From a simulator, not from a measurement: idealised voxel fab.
process module | voxel fin reveal
cross-section cut | 245 nm wide | cells 5 nm
A cross-section is a grid of square cells, given in bands from the top down. A band is one or more rows of cells.
Each band's line starts with the height of the band's top and of its bottom, in nm. Then come its materials from left to right, each with its width in nm. One material with "throughout" fills the band from edge to edge. "air" is empty space.
Height 0 is the level under which the wafer as received is all one material. The lowest band goes on downwards, as in "0 down".
A width such as "30 to 40" changes by the same amount from each row of cells to the next, from the band's top row to its bottom row.
"no change" after a step means that no cell of the cross-section changed.
closed voids: empty space of 8 cells or more with no open way to the top, each as width x height at its distance from the left edge, in nm
after a step's settings: what the simulator itself notes on the step
overlay nm, on a step with a mask: how far to the right of its planned place the mask lay; to the left if negative
plan
1 op RECEIVE | material Si
2 op CONFORMAL_DEP | material SiN | thk nm 10
3 op DIRECTIONAL_DEP | material aC | thk nm 15
4 op PATTERN | tone cover | mask id FINS | material resist | width nm 15 | pitch nm 45 | thk nm 30 | overlay nm 0
5 op DIRECTIONAL_ETCH | etch materials aC | depth nm 15
6 op STRIP | etch materials resist
7 op DIRECTIONAL_ETCH | etch materials SiN | depth nm 10
8 op DIRECTIONAL_ETCH | etch materials Si | depth nm 30
9 op STRIP | etch materials aC
10 op FILL_DEP | material SiO2 | thk nm 10
11 op CMP | height nm 10
12 op SELECTIVE_ETCH | etch materials SiO2 | depth nm 20
13 op STRIP | etch materials SiN
14 op CONFORMAL_DEP | material SiO2 | thk nm 5
as received, after step 1
  0 down: Si throughout
  closed voids: none
first wafer at the end, as planned
  5 to 0: air 85 | SiO2 25 | air 20 | SiO2 25 | air 90
  0 to -5: air 85 | SiO2 5 | Si 15 | SiO2 5 | air 20 | SiO2 5 | Si 15 | SiO2 5 | air 90
  -5 to -30: SiO2 90 | Si 15 | SiO2 30 | Si 15 | SiO2 95
  -30 down: Si throughout
  closed voids: none
second wafer at the end: like start, like plan, one mistake
  0 to -10: air 90 | Si 15 | air 30 | Si 15 | air 95
  -10 to -30: SiO2 90 | Si 15 | SiO2 30 | Si 15 | SiO2 95
  -30 down: Si throughout
  closed voids: none
what went wrong: step 14 was left out
at the end the second wafer has, in cells: 57 fewer of SiO2
